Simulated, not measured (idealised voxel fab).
process module | voxel transistor to metal
In the cross-section labelled cut, the width is 215 nm and each square cell is 5 nm.
Cross-section, as written here: a square-cell grid given band by band from the top down, where a band holds one or more rows of cells. In this notation a band is specified by the heights of its top and bottom, in that order and in nm, after which its materials appear from left to right, each paired with its width in nm. The word "everywhere" attached to a single material means that material fills the band from edge to edge; the word "blank" stands for empty space. Note: height 0 marks the level under which the wafer is uniformly one material as received. Lowest band unbounded below, written "0 down". Width: "30->40" (first number = top row, second number = bottom row, same change from row to row of cells). When a step is marked "nothing was modified", none of the cells in the cross-section changed during that step. Heads up: "Voids lacking openings" only lists the empty pockets with no open path to the top that are 8 cells or more, and it writes them as width x height at distance, distance from the left edge, in nm. If you see something after the settings on a step's line, that's the simulator's own remark about that step. overlay nm: mask right of planned place by this much (step with mask). Neg. = left. Each pair below shows a cross-section before one step and the cross-section after it, down to the lowest band that changed. The line under each pair gives the step between them, with its settings. The pairs can come from different runs of this module on the same starting wafer, so a pair continues from the pair above only where its "Prior state" says so.

PRIOR STATE
80 to 75: 65 of blank; 25 of Ru; 35 of blank; 25 of Ru; 65 of blank
75 to 65: 70 of lowk; 5 of TiN; 5 of W; 5 of TiN; 45 of lowk; 5 of TiN; 5 of W; 5 of TiN; 70 of lowk
65 to 60: 70 of SiN; 15 of TiN; 45 of SiN; 15 of TiN; 70 of SiN
60 to 55: 75 of TiN; 15 of Ru; 35 of TiN; 15 of Ru; 75 of TiN
55 to 45: 70 of SiO2; 5 of TiN; 15 of Ru; 5 of TiN; 25 of SiO2; 5 of TiN; 15 of Ru; 5 of TiN; 70 of SiO2
45 to 40: 70 of SiO2; 5 of TiN; 10 of Ru; 10 of TiN; 25 of SiO2; 10 of TiN; 10 of Ru; 5 of TiN; 70 of SiO2
40 to 25: 70 of SiO2; 5 of TiN; 10 of Ru; 5 of TiN; 5 of SiN; 5 of SiO2; 15 of SiCN; 5 of SiO2; 5 of SiN; 5 of TiN; 10 of Ru; 5 of TiN; 70 of SiO2
25 to 15: 70 of SiO2; 5 of TiN; 10 of Ru; 5 of TiN; 5 of SiN; 5 of SiO2; 15 of polySi; 5 of SiO2; 5 of SiN; 5 of TiN; 10 of Ru; 5 of TiN; 70 of SiO2
15 to 10: 70 of SiO2; 20 of TiN; 5 of SiN; 5 of SiO2; 15 of polySi; 5 of SiO2; 5 of SiN; 20 of TiN; 70 of SiO2
10 to 5: 70 of SiO2; 20 of SiGe; 5 of SiN; 5 of SiO2; 15 of polySi; 5 of SiO2; 5 of SiN; 20 of SiGe; 70 of SiO2
5 to -5: 60 of SiO2; 5 of SiN; 5 of SiO2; 20 of SiGe; 5 of SiN; 5 of SiO2; 15 of polySi; 5 of SiO2; 5 of SiN; 20 of SiGe; 5 of SiO2; 5 of SiN; 60 of SiO2
-5 to -10: 65 of SiO2; 25 of SiGe; 35 of SiO2; 25 of SiGe; 65 of SiO2
-10 to -25: 65 of SiO2; 25 of SiGe; 35 of Si; 25 of SiGe; 65 of SiO2
-25 to -45: 65 of SiO2; 85 of Si; 65 of SiO2
-45 down: Si everywhere
Voids lacking openings: none

POST-PROCESS SECTION
85 to 80: SiCN everywhere
80 to 75: 65 of SiCN; 25 of Ru; 35 of SiCN; 25 of Ru; 65 of SiCN
Everything below 75 is unchanged.
Voids lacking openings: none
Processing between the before and after sections above: FILL_DEP with material SiCN, thk nm 5

PRIOR STATE
15 to 0: SiN everywhere
0 to -5: SiO2 everywhere
-5 down: Si everywhere
Voids lacking openings: none

POST-PROCESS SECTION
15 to 0: 65 of blank; 90 of SiN; 60 of blank
Everything below 0 is unchanged.
Voids lacking openings: none
Processing between the before and after sections above: MASKED_ETCH with tone cover, mask id ACTIVE, width nm 90, etch materials SiN, depth nm 15, overlay nm 0

Prior state: The prior state of this step coincides with the post-step cross-section of the pair just above.

POST-PROCESS SECTION
15 to 0: 65 of blank; 90 of SiN; 60 of blank
0 to -5: 60 of blank; 95 of SiO2; 60 of blank
Everything below -5 is unchanged.
Voids lacking openings: none
Processing between the before and after sections above: MASKED_ETCH with tone cover, mask id ACTIVE, width nm 95, etch materials SiO2, depth nm 5, overlay nm 0

Prior state: The prior state of this step coincides with the post-step cross-section of the pair just above.

POST-PROCESS SECTION
15 to 0: 65 of blank; 90 of SiN; 60 of blank
0 to -5: 60 of blank; 95 of SiO2; 60 of blank
-5 to -40: 60 of blank; 95 of Si; 60 of blank
Everything below -40 is unchanged.
Voids lacking openings: none
Processing between the before and after sections above: MASKED_ETCH with tone cover, mask id ACTIVE, width nm 95, etch materials Si, depth nm 35, overlay nm 0

Prior state: The prior state of this step coincides with the post-step cross-section of the pair just above.

POST-PROCESS SECTION
15 to 0: 65 of blank; 90 of SiN; 60 of blank
0 to -5: 60 of blank; 95 of SiO2; 60 of blank
-5 to -40: 60 of blank; 5 of SiO2; 85 of Si; 5 of SiO2; 60 of blank
-40 to -45: 65 of SiO2; 85 of Si; 65 of SiO2
Everything below -45 is unchanged.
Voids lacking openings: none
Processing between the before and after sections above: OXIDIZE with depth nm 5

Prior state: The prior state of this step coincides with the post-step cross-section of the pair just above.

POST-PROCESS SECTION
25 to 15: SiO2 everywhere
15 to 0: 65 of SiO2; 90 of SiN; 60 of SiO2
0 to -5: SiO2 everywhere
-5 to -45: 65 of SiO2; 85 of Si; 65 of SiO2
Everything below -45 is unchanged.
Voids lacking openings: none
Processing between the before and after sections above: FILL_DEP with material SiO2, thk nm 10

Prior state: The prior state of this step coincides with the post-step cross-section of the pair just above.

POST-PROCESS SECTION
15 to 0: 65 of SiO2; 90 of SiN; 60 of SiO2
Everything below 0 is unchanged.
Voids lacking openings: none
Processing between the before and after sections above: CMP with height nm 15

Prior state: The prior state of this step coincides with the post-step cross-section of the pair just above.

POST-PROCESS SECTION
15 to 10: 65 of blank; 90 of SiN; 60 of blank
Everything below 10 is unchanged.
Voids lacking openings: none
Processing between the before and after sections above: SELECTIVE_ETCH with etch materials SiO2, depth nm 5

Prior state: The prior state of this step coincides with the post-step cross-section of the pair just above.

POST-PROCESS SECTION
10 to 0: 65 of SiO2; 90 of blank; 60 of SiO2
Everything below 0 is unchanged.
Voids lacking openings: none
Processing between the before and after sections above: STRIP with etch materials SiN

Prior state: The prior state of this step coincides with the post-step cross-section of the pair just above.

POST-PROCESS SECTION
5 to -5: 60 of SiO2; 100 of blank; 55 of SiO2
Everything below -5 is unchanged.
Voids lacking openings: none
Processing between the before and after sections above: SELECTIVE_ETCH with etch materials SiO2, depth nm 5

Prior state: The prior state of this step coincides with the post-step cross-section of the pair just above.

POST-PROCESS SECTION
5 to -5: 60 of SiO2; 100 of blank; 55 of SiO2
-5 to -10: SiO2 everywhere
Everything below -10 is unchanged.
Voids lacking openings: none
Processing between the before and after sections above: OXIDIZE with depth nm 5

Prior state: The prior state of this step coincides with the post-step cross-section of the pair just above.

POST-PROCESS SECTION
35 to 25: 60 of polySi; 100 of blank; 55 of polySi
25 to 5: polySi everywhere
5 to -5: 60 of SiO2; 100 of polySi; 55 of SiO2
Everything below -5 is unchanged.
Voids lacking openings: none
Processing between the before and after sections above: DIRECTIONAL_DEP with material polySi, thk nm 30

Prior state: The prior state of this step coincides with the post-step cross-section of the pair just above.

POST-PROCESS SECTION
50 to 40: 60 of SiCN; 100 of blank; 55 of SiCN
40 to 35: SiCN everywhere
35 to 25: 60 of polySi; 100 of SiCN; 55 of polySi
Everything below 25 is unchanged.
Voids lacking openings: none
Processing between the before and after sections above: DIRECTIONAL_DEP with material SiCN, thk nm 15

Prior state: The prior state of this step coincides with the post-step cross-section of the pair just above.

POST-PROCESS SECTION
40 to 35: 100 of blank; 15 of SiCN; 100 of blank
35 to 25: 60 of polySi; 40 of blank; 15 of SiCN; 45 of blank; 55 of polySi
Everything below 25 is unchanged.
Voids lacking openings: none
Processing between the before and after sections above: MASKED_ETCH with tone cover, mask id GATE, width nm 15, etch materials SiCN, depth nm 25, overlay nm 0

Prior state: The prior state of this step coincides with the post-step cross-section of the pair just above.

POST-PROCESS SECTION
40 to 25: 100 of blank; 15 of SiCN; 100 of blank
25 to 5: 100 of blank; 15 of polySi; 100 of blank
5 to -5: 60 of SiO2; 40 of blank; 15 of polySi; 45 of blank; 55 of SiO2
Everything below -5 is unchanged.
Voids lacking openings: none
Processing between the before and after sections above: MASKED_ETCH with tone cover, mask id GATE, width nm 15, etch materials polySi, depth nm 40, overlay nm 0

Prior state: The prior state of this step coincides with the post-step cross-section of the pair just above.

POST-PROCESS SECTION
45 to 40: 95 of blank; 25 of SiO2; 95 of blank
40 to 25: 95 of blank; 5 of SiO2; 15 of SiCN; 5 of SiO2; 95 of blank
25 to 10: 95 of blank; 5 of SiO2; 15 of polySi; 5 of SiO2; 95 of blank
10 to 0: 65 of SiO2; 30 of blank; 5 of SiO2; 15 of polySi; 5 of SiO2; 35 of blank; 60 of SiO2
0 to -5: 100 of SiO2; 15 of polySi; 100 of SiO2
Everything below -5 is unchanged.
Voids lacking openings: none
Processing between the before and after sections above: CONFORMAL_DEP with material SiO2, thk nm 5

Prior state: The prior state of this step coincides with the post-step cross-section of the pair just above.

POST-PROCESS SECTION
40 to 25: 95 of blank; 5 of SiO2; 15 of SiCN; 5 of SiO2; 95 of blank
25 to 5: 95 of blank; 5 of SiO2; 15 of polySi; 5 of SiO2; 95 of blank
5 to -5: 65 of SiO2; 30 of blank; 5 of SiO2; 15 of polySi; 5 of SiO2; 35 of blank; 60 of SiO2
Everything below -5 is unchanged.
Voids lacking openings: none
Processing between the before and after sections above: DIRECTIONAL_ETCH with etch materials SiO2, depth nm 5

Prior state: The prior state of this step coincides with the post-step cross-section of the pair just above.

POST-PROCESS SECTION
45 to 40: 90 of blank; 35 of SiN; 90 of blank
40 to 25: 90 of blank; 5 of SiN; 5 of SiO2; 15 of SiCN; 5 of SiO2; 5 of SiN; 90 of blank
25 to 10: 90 of blank; 5 of SiN; 5 of SiO2; 15 of polySi; 5 of SiO2; 5 of SiN; 90 of blank
10 to 5: 70 of SiN; 20 of blank; 5 of SiN; 5 of SiO2; 15 of polySi; 5 of SiO2; 5 of SiN; 25 of blank; 65 of SiN
5 to 0: 65 of SiO2; 5 of SiN; 20 of blank; 5 of SiN; 5 of SiO2; 15 of polySi; 5 of SiO2; 5 of SiN; 25 of blank; 5 of SiN; 60 of SiO2
0 to -5: 65 of SiO2; 30 of SiN; 5 of SiO2; 15 of polySi; 5 of SiO2; 35 of SiN; 60 of SiO2
Everything below -5 is unchanged.
Voids lacking openings: none
Processing between the before and after sections above: CONFORMAL_DEP with material SiN, thk nm 5

Prior state: The prior state of this step coincides with the post-step cross-section of the pair just above.

POST-PROCESS SECTION
40 to 25: 90 of blank; 5 of SiN; 5 of SiO2; 15 of SiCN; 5 of SiO2; 5 of SiN; 90 of blank
25 to 5: 90 of blank; 5 of SiN; 5 of SiO2; 15 of polySi; 5 of SiO2; 5 of SiN; 90 of blank
5 to -5: 65 of SiO2; 5 of SiN; 20 of blank; 5 of SiN; 5 of SiO2; 15 of polySi; 5 of SiO2; 5 of SiN; 25 of blank; 5 of SiN; 60 of SiO2
Everything below -5 is unchanged.
Voids lacking openings: none
Processing between the before and after sections above: DIRECTIONAL_ETCH with etch materials SiN, depth nm 5

Prior state: The prior state of this step coincides with the post-step cross-section of the pair just above.

POST-PROCESS SECTION
40 to 35: 90 of blank; 5 of SiN; 5 of blank; 15 of SiCN; 5 of blank; 5 of SiN; 90 of blank
35 to 25: 90 of blank; 5 of SiN; 5 of SiO2; 15 of SiCN; 5 of SiO2; 5 of SiN; 90 of blank
25 to 5: 90 of blank; 5 of SiN; 5 of SiO2; 15 of polySi; 5 of SiO2; 5 of SiN; 90 of blank
5 to 0: 65 of blank; 5 of SiN; 20 of blank; 5 of SiN; 5 of SiO2; 15 of polySi; 5 of SiO2; 5 of SiN; 25 of blank; 5 of SiN; 60 of blank
0 to -5: 65 of SiO2; 5 of SiN; 20 of blank; 5 of SiN; 5 of SiO2; 15 of polySi; 5 of SiO2; 5 of SiN; 25 of blank; 5 of SiN; 60 of SiO2
-5 to -10: 70 of SiO2; 20 of blank; 35 of SiO2; 25 of blank; 65 of SiO2
Everything below -10 is unchanged.
Voids lacking openings: none
Processing between the before and after sections above: DIRECTIONAL_ETCH with etch materials SiO2, depth nm 5

Prior state: The prior state of this step coincides with the post-step cross-section of the pair just above.

POST-PROCESS SECTION
40 to 35: 90 of blank; 5 of SiN; 5 of blank; 15 of SiCN; 5 of blank; 5 of SiN; 90 of blank
35 to 25: 90 of blank; 5 of SiN; 5 of SiO2; 15 of SiCN; 5 of SiO2; 5 of SiN; 90 of blank
25 to 5: 90 of blank; 5 of SiN; 5 of SiO2; 15 of polySi; 5 of SiO2; 5 of SiN; 90 of blank
5 to 0: 65 of blank; 5 of SiN; 20 of blank; 5 of SiN; 5 of SiO2; 15 of polySi; 5 of SiO2; 5 of SiN; 25 of blank; 5 of SiN; 60 of blank
0 to -5: 65 of SiO2; 5 of SiN; 20 of blank; 5 of SiN; 5 of SiO2; 15 of polySi; 5 of SiO2; 5 of SiN; 25 of blank; 5 of SiN; 60 of SiO2
-5 to -10: 70 of SiO2; 20 of blank; 35 of SiO2; 25 of blank; 65 of SiO2
-10 to -25: 65 of SiO2; 5 of Si; 20 of blank; 35 of Si; 25 of blank; 65 of SiO2
Everything below -25 is unchanged.
Voids lacking openings: none
Processing between the before and after sections above: DIRECTIONAL_ETCH with etch materials Si, depth nm 15

Prior state: The prior state of this step coincides with the post-step cross-section of the pair just above.

POST-PROCESS SECTION
40 to 35: 90 of blank; 5 of SiN; 5 of blank; 15 of SiCN; 5 of blank; 5 of SiN; 90 of blank
35 to 25: 90 of blank; 5 of SiN; 5 of SiO2; 15 of SiCN; 5 of SiO2; 5 of SiN; 90 of blank
25 to 10: 90 of blank; 5 of SiN; 5 of SiO2; 15 of polySi; 5 of SiO2; 5 of SiN; 90 of blank
10 to 5: 65 of blank; 25 of SiGe; 5 of SiN; 5 of SiO2; 15 of polySi; 5 of SiO2; 5 of SiN; 20 of SiGe; 70 of blank
5 to 0: 65 of blank; 5 of SiN; 20 of SiGe; 5 of SiN; 5 of SiO2; 15 of polySi; 5 of SiO2; 5 of SiN; 20 of SiGe; 5 of blank; 5 of SiN; 60 of blank
0 to -5: 65 of SiO2; 5 of SiN; 20 of SiGe; 5 of SiN; 5 of SiO2; 15 of polySi; 5 of SiO2; 5 of SiN; 20 of SiGe; 5 of blank; 5 of SiN; 60 of SiO2
-5 to -10: 70 of SiO2; 20 of SiGe; 35 of SiO2; 25 of SiGe; 65 of SiO2
-10 to -25: 65 of SiO2; 5 of Si; 20 of SiGe; 35 of Si; 25 of SiGe; 65 of SiO2
Everything below -25 is unchanged.
Voids lacking openings: none
Processing between the before and after sections above: EPI with material SiGe, thk nm 20

Prior state: The prior state of this step coincides with the post-step cross-section of the pair just above.

POST-PROCESS SECTION
50 to 40: SiO2 everywhere
40 to 25: 90 of SiO2; 5 of SiN; 5 of SiO2; 15 of SiCN; 5 of SiO2; 5 of SiN; 90 of SiO2
25 to 10: 90 of SiO2; 5 of SiN; 5 of SiO2; 15 of polySi; 5 of SiO2; 5 of SiN; 90 of SiO2
10 to 5: 65 of SiO2; 25 of SiGe; 5 of SiN; 5 of SiO2; 15 of polySi; 5 of SiO2; 5 of SiN; 20 of SiGe; 70 of SiO2
5 to -5: 65 of SiO2; 5 of SiN; 20 of SiGe; 5 of SiN; 5 of SiO2; 15 of polySi; 5 of SiO2; 5 of SiN; 20 of SiGe; 5 of SiO2; 5 of SiN; 60 of SiO2
Everything below -5 is unchanged.
Voids lacking openings: none
Processing between the before and after sections above: FILL_DEP with material SiO2, thk nm 10

Prior state: The prior state of this step coincides with the post-step cross-section of the pair just above.

POST-PROCESS SECTION
40 to 25: 90 of SiO2; 5 of SiN; 5 of SiO2; 15 of SiCN; 5 of SiO2; 5 of SiN; 90 of SiO2
Everything below 25 is unchanged.
Voids lacking openings: none
Processing between the before and after sections above: CMP with height nm 40

Prior state: The prior state of this step coincides with the post-step cross-section of the pair just above.

POST-PROCESS SECTION
55 to 40: SiO2 everywhere
Everything below 40 is unchanged.
Voids lacking openings: none
Processing between the before and after sections above: DIRECTIONAL_DEP with material SiO2, thk nm 15

Prior state: The prior state of this step coincides with the post-step cross-section of the pair just above.

POST-PROCESS SECTION
55 to 40: 70 of SiO2; 25 of blank; 25 of SiO2; 25 of blank; 70 of SiO2
40 to 25: 70 of SiO2; 20 of blank; 5 of SiN; 5 of SiO2; 15 of SiCN; 5 of SiO2; 5 of SiN; 20 of blank; 70 of SiO2
25 to 10: 70 of SiO2; 20 of blank; 5 of SiN; 5 of SiO2; 15 of polySi; 5 of SiO2; 5 of SiN; 20 of blank; 70 of SiO2
Everything below 10 is unchanged.
Voids lacking openings: none
Processing between the before and after sections above: MASKED_ETCH with tone open, mask id CONTACT, width nm 25, pitch nm 50, etch materials SiO2, depth nm 45, overlay nm 0

Prior state: The prior state of this step coincides with the post-step cross-section of the pair just above.

POST-PROCESS SECTION
60 to 55: 75 of TiN; 15 of blank; 35 of TiN; 15 of blank; 75 of TiN
55 to 45: 70 of SiO2; 5 of TiN; 15 of blank; 5 of TiN; 25 of SiO2; 5 of TiN; 15 of blank; 5 of TiN; 70 of SiO2
45 to 40: 70 of SiO2; 5 of TiN; 10 of blank; 10 of TiN; 25 of SiO2; 10 of TiN; 10 of blank; 5 of TiN; 70 of SiO2
40 to 25: 70 of SiO2; 5 of TiN; 10 of blank; 5 of TiN; 5 of SiN; 5 of SiO2; 15 of SiCN; 5 of SiO2; 5 of SiN; 5 of TiN; 10 of blank; 5 of TiN; 70 of SiO2
25 to 15: 70 of SiO2; 5 of TiN; 10 of blank; 5 of TiN; 5 of SiN; 5 of SiO2; 15 of polySi; 5 of SiO2; 5 of SiN; 5 of TiN; 10 of blank; 5 of TiN; 70 of SiO2
15 to 10: 70 of SiO2; 20 of TiN; 5 of SiN; 5 of SiO2; 15 of polySi; 5 of SiO2; 5 of SiN; 20 of TiN; 70 of SiO2
Everything below 10 is unchanged.
Voids lacking openings: none
Processing between the before and after sections above: CONFORMAL_DEP with material TiN, thk nm 5

Prior state: The prior state of this step coincides with the post-step cross-section of the pair just above.

POST-PROCESS SECTION
70 to 60: Ru everywhere
60 to 55: 75 of TiN; 15 of Ru; 35 of TiN; 15 of Ru; 75 of TiN
55 to 45: 70 of SiO2; 5 of TiN; 15 of Ru; 5 of TiN; 25 of SiO2; 5 of TiN; 15 of Ru; 5 of TiN; 70 of SiO2
45 to 40: 70 of SiO2; 5 of TiN; 10 of Ru; 10 of TiN; 25 of SiO2; 10 of TiN; 10 of Ru; 5 of TiN; 70 of SiO2
40 to 25: 70 of SiO2; 5 of TiN; 10 of Ru; 5 of TiN; 5 of SiN; 5 of SiO2; 15 of SiCN; 5 of SiO2; 5 of SiN; 5 of TiN; 10 of Ru; 5 of TiN; 70 of SiO2
25 to 15: 70 of SiO2; 5 of TiN; 10 of Ru; 5 of TiN; 5 of SiN; 5 of SiO2; 15 of polySi; 5 of SiO2; 5 of SiN; 5 of TiN; 10 of Ru; 5 of TiN; 70 of SiO2
Everything below 15 is unchanged.
Voids lacking openings: none
Processing between the before and after sections above: FILL_DEP with material Ru, thk nm 10

Prior state: The prior state of this step coincides with the post-step cross-section of the pair just above.

POST-PROCESS SECTION
55 to 45: 70 of SiO2; 5 of TiN; 15 of Ru; 5 of TiN; 25 of SiO2; 5 of TiN; 15 of Ru; 5 of TiN; 70 of SiO2
Everything below 45 is unchanged.
Voids lacking openings: none
Processing between the before and after sections above: CMP with height nm 55

Prior state: The prior state of this step coincides with the post-step cross-section of the pair just above.

POST-PROCESS SECTION
60 to 55: SiN everywhere
Everything below 55 is unchanged.
Voids lacking openings: none
Processing between the before and after sections above: CONFORMAL_DEP with material SiN, thk nm 5

Prior state: The prior state of this step coincides with the post-step cross-section of the pair just above.

POST-PROCESS SECTION
75 to 60: lowk everywhere
Everything below 60 is unchanged.
Voids lacking openings: none
Processing between the before and after sections above: DIRECTIONAL_DEP with material lowk, thk nm 15

Prior state: The prior state of this step coincides with the post-step cross-section of the pair just above.

POST-PROCESS SECTION
95 to 75: 70 of resist; 15 of blank; 45 of resist; 15 of blank; 70 of resist
Everything below 75 is unchanged.
Voids lacking openings: none
Processing between the before and after sections above: PATTERN with tone open, mask id METAL_1, material resist, width nm 15, pitch nm 60, thk nm 20, overlay nm 0

Prior state: The prior state of this step coincides with the post-step cross-section of the pair just above.

POST-PROCESS SECTION
95 to 75: 70 of resist; 15 of blank; 45 of resist; 15 of blank; 70 of resist
75 to 60: 70 of lowk; 15 of blank; 45 of lowk; 15 of blank; 70 of lowk
Everything below 60 is unchanged.
Voids lacking openings: none
Processing between the before and after sections above: DIRECTIONAL_ETCH with etch materials lowk, depth nm 15

Prior state: The prior state of this step coincides with the post-step cross-section of the pair just above.

POST-PROCESS SECTION
95 to 75: 70 of resist; 15 of blank; 45 of resist; 15 of blank; 70 of resist
75 to 60: 70 of lowk; 15 of blank; 45 of lowk; 15 of blank; 70 of lowk
60 to 55: 70 of SiN; 15 of blank; 45 of SiN; 15 of blank; 70 of SiN
Everything below 55 is unchanged.
Voids lacking openings: none
Processing between the before and after sections above: DIRECTIONAL_ETCH with etch materials SiN, depth nm 5

Prior state: The prior state of this step coincides with the post-step cross-section of the pair just above.

POST-PROCESS SECTION
75 to 60: 70 of lowk; 15 of blank; 45 of lowk; 15 of blank; 70 of lowk
Everything below 60 is unchanged.
Voids lacking openings: none
Processing between the before and after sections above: STRIP with etch materials resist

Prior state: The prior state of this step coincides with the post-step cross-section of the pair just above.

POST-PROCESS SECTION
80 to 75: 75 of TiN; 5 of blank; 55 of TiN; 5 of blank; 75 of TiN
75 to 60: 70 of lowk; 5 of TiN; 5 of blank; 5 of TiN; 45 of lowk; 5 of TiN; 5 of blank; 5 of TiN; 70 of lowk
60 to 55: 70 of SiN; 15 of TiN; 45 of SiN; 15 of TiN; 70 of SiN
Everything below 55 is unchanged.
Voids lacking openings: none
Processing between the before and after sections above: CONFORMAL_DEP with material TiN, thk nm 5

Prior state: The prior state of this step coincides with the post-step cross-section of the pair just above.

POST-PROCESS SECTION
85 to 80: W everywhere
80 to 75: 75 of TiN; 5 of W; 55 of TiN; 5 of W; 75 of TiN
75 to 60: 70 of lowk; 5 of TiN; 5 of W; 5 of TiN; 45 of lowk; 5 of TiN; 5 of W; 5 of TiN; 70 of lowk
Everything below 60 is unchanged.
Voids lacking openings: none
Processing between the before and after sections above: FILL_DEP with material W, thk nm 5

Prior state: The prior state of this step coincides with the post-step cross-section of the pair just above.

POST-PROCESS SECTION
75 to 60: 70 of lowk; 5 of TiN; 5 of W; 5 of TiN; 45 of lowk; 5 of TiN; 5 of W; 5 of TiN; 70 of lowk
Everything below 60 is unchanged.
Voids lacking openings: none
Processing between the before and after sections above: CMP with height nm 75

Prior state: The prior state of this step coincides with the post-step cross-section of the pair just above.

POST-PROCESS SECTION
80 to 75: 65 of blank; 25 of Ru; 35 of blank; 25 of Ru; 65 of blank
Everything below 75 is unchanged.
Voids lacking openings: none
Processing between the before and after sections above: EPI with material Ru, thk nm 5

Prior state: The prior state of this step coincides with the post-step cross-section of the pair just above.

POST-PROCESS SECTION
85 to 80: SiCN everywhere
80 to 75: 65 of SiCN; 25 of Ru; 35 of SiCN; 25 of Ru; 65 of SiCN
Everything below 75 is unchanged.
Voids lacking openings: none
Processing between the before and after sections above: FILL_DEP with material SiCN, thk nm 5

PRIOR STATE
50 to 40: 55 of SiCN; 105 of blank; 55 of SiCN
40 to 35: SiCN everywhere
35 to 25: 55 of polySi; 105 of SiCN; 55 of polySi
25 to 5: polySi everywhere
5 to -5: 55 of SiO2; 105 of polySi; 55 of SiO2
-5 to -10: SiO2 everywhere
-10 to -45: 65 of SiO2; 85 of Si; 65 of SiO2
-45 down: Si everywhere
Voids lacking openings: none

POST-PROCESS SECTION
40 to 35: 105 of blank; 15 of SiCN; 95 of blank
35 to 25: 55 of polySi; 50 of blank; 15 of SiCN; 40 of blank; 55 of polySi
Everything below 25 is unchanged.
Voids lacking openings: none
Processing between the before and after sections above: MASKED_ETCH with tone cover, mask id GATE, width nm 15, etch materials SiCN, depth nm 25, overlay nm 5

Prior state: The prior state of this step coincides with the post-step cross-section of the pair just above.

POST-PROCESS SECTION
40 to 25: 105 of blank; 15 of SiCN; 95 of blank
25 to 5: 100 of blank; 20 of polySi; 95 of blank
5 to -5: 55 of SiO2; 45 of blank; 20 of polySi; 40 of blank; 55 of SiO2
Everything below -5 is unchanged.
Voids lacking openings: none
Processing between the before and after sections above: MASKED_ETCH with tone cover, mask id GATE, width nm 15, etch materials polySi, depth nm 40, overlay nm 0

Prior state: The prior state of this step coincides with the post-step cross-section of the pair just above.

POST-PROCESS SECTION
45 to 40: 100 of blank; 25 of SiO2; 90 of blank
40 to 30: 100 of blank; 5 of SiO2; 15 of SiCN; 5 of SiO2; 90 of blank
30 to 25: 95 of blank; 10 of SiO2; 15 of SiCN; 5 of SiO2; 90 of blank
25 to 10: 95 of blank; 5 of SiO2; 20 of polySi; 5 of SiO2; 90 of blank
10 to 0: 60 of SiO2; 35 of blank; 5 of SiO2; 20 of polySi; 5 of SiO2; 30 of blank; 60 of SiO2
0 to -5: 100 of SiO2; 20 of polySi; 95 of SiO2
Everything below -5 is unchanged.
Voids lacking openings: none
Processing between the before and after sections above: CONFORMAL_DEP with material SiO2, thk nm 5

Prior state: The prior state of this step coincides with the post-step cross-section of the pair just above.

POST-PROCESS SECTION
40 to 25: 100 of blank; 5 of SiO2; 15 of SiCN; 5 of SiO2; 90 of blank
25 to 5: 95 of blank; 5 of SiO2; 20 of polySi; 5 of SiO2; 90 of blank
5 to -5: 60 of SiO2; 35 of blank; 5 of SiO2; 20 of polySi; 5 of SiO2; 30 of blank; 60 of SiO2
Everything below -5 is unchanged.
Voids lacking openings: none
Processing between the before and after sections above: DIRECTIONAL_ETCH with etch materials SiO2, depth nm 5

Prior state: The prior state of this step coincides with the post-step cross-section of the pair just above.

POST-PROCESS SECTION
45 to 40: 95 of blank; 35 of SiN; 85 of blank
40 to 30: 95 of blank; 5 of SiN; 5 of SiO2; 15 of SiCN; 5 of SiO2; 5 of SiN; 85 of blank
30 to 25: 90 of blank; 10 of SiN; 5 of SiO2; 15 of SiCN; 5 of SiO2; 5 of SiN; 85 of blank
25 to 10: 90 of blank; 5 of SiN; 5 of SiO2; 20 of polySi; 5 of SiO2; 5 of SiN; 85 of blank
10 to 5: 65 of SiN; 25 of blank; 5 of SiN; 5 of SiO2; 20 of polySi; 5 of SiO2; 5 of SiN; 20 of blank; 65 of SiN
5 to 0: 60 of SiO2; 5 of SiN; 25 of blank; 5 of SiN; 5 of SiO2; 20 of polySi; 5 of SiO2; 5 of SiN; 20 of blank; 5 of SiN; 60 of SiO2
0 to -5: 60 of SiO2; 35 of SiN; 5 of SiO2; 20 of polySi; 5 of SiO2; 30 of SiN; 60 of SiO2
Everything below -5 is unchanged.
Voids lacking openings: none
Processing between the before and after sections above: CONFORMAL_DEP with material SiN, thk nm 5

Prior state: The prior state of this step coincides with the post-step cross-section of the pair just above.

POST-PROCESS SECTION
40 to 25: 95 of blank; 5 of SiN; 5 of SiO2; 15 of SiCN; 5 of SiO2; 5 of SiN; 85 of blank
25 to 5: 90 of blank; 5 of SiN; 5 of SiO2; 20 of polySi; 5 of SiO2; 5 of SiN; 85 of blank
5 to -5: 60 of SiO2; 5 of SiN; 25 of blank; 5 of SiN; 5 of SiO2; 20 of polySi; 5 of SiO2; 5 of SiN; 20 of blank; 5 of SiN; 60 of SiO2
Everything below -5 is unchanged.
Voids lacking openings: none
Processing between the before and after sections above: DIRECTIONAL_ETCH with etch materials SiN, depth nm 5

Prior state: The prior state of this step coincides with the post-step cross-section of the pair just above.

POST-PROCESS SECTION
40 to 35: 95 of blank; 5 of SiN; 5 of blank; 15 of SiCN; 5 of blank; 5 of SiN; 85 of blank
35 to 25: 95 of blank; 5 of SiN; 5 of SiO2; 15 of SiCN; 5 of SiO2; 5 of SiN; 85 of blank
25 to 5: 90 of blank; 5 of SiN; 5 of SiO2; 20 of polySi; 5 of SiO2; 5 of SiN; 85 of blank
5 to 0: 60 of blank; 5 of SiN; 25 of blank; 5 of SiN; 5 of SiO2; 20 of polySi; 5 of SiO2; 5 of SiN; 20 of blank; 5 of SiN; 60 of blank
0 to -5: 60 of SiO2; 5 of SiN; 25 of blank; 5 of SiN; 5 of SiO2; 20 of polySi; 5 of SiO2; 5 of SiN; 20 of blank; 5 of SiN; 60 of SiO2
-5 to -10: 65 of SiO2; 25 of blank; 40 of SiO2; 20 of blank; 65 of SiO2
Everything below -10 is unchanged.
Voids lacking openings: none
Processing between the before and after sections above: DIRECTIONAL_ETCH with etch materials SiO2, depth nm 5

Prior state: The prior state of this step coincides with the post-step cross-section of the pair just above.

POST-PROCESS SECTION
40 to 35: 95 of blank; 5 of SiN; 5 of blank; 15 of SiCN; 5 of blank; 5 of SiN; 85 of blank
35 to 25: 95 of blank; 5 of SiN; 5 of SiO2; 15 of SiCN; 5 of SiO2; 5 of SiN; 85 of blank
25 to 5: 90 of blank; 5 of SiN; 5 of SiO2; 20 of polySi; 5 of SiO2; 5 of SiN; 85 of blank
5 to 0: 60 of blank; 5 of SiN; 25 of blank; 5 of SiN; 5 of SiO2; 20 of polySi; 5 of SiO2; 5 of SiN; 20 of blank; 5 of SiN; 60 of blank
0 to -5: 60 of SiO2; 5 of SiN; 25 of blank; 5 of SiN; 5 of SiO2; 20 of polySi; 5 of SiO2; 5 of SiN; 20 of blank; 5 of SiN; 60 of SiO2
-5 to -10: 65 of SiO2; 25 of blank; 40 of SiO2; 20 of blank; 65 of SiO2
-10 to -25: 65 of SiO2; 25 of blank; 40 of Si; 20 of blank; 65 of SiO2
Everything below -25 is unchanged.
Voids lacking openings: none
Processing between the before and after sections above: DIRECTIONAL_ETCH with etch materials Si, depth nm 15
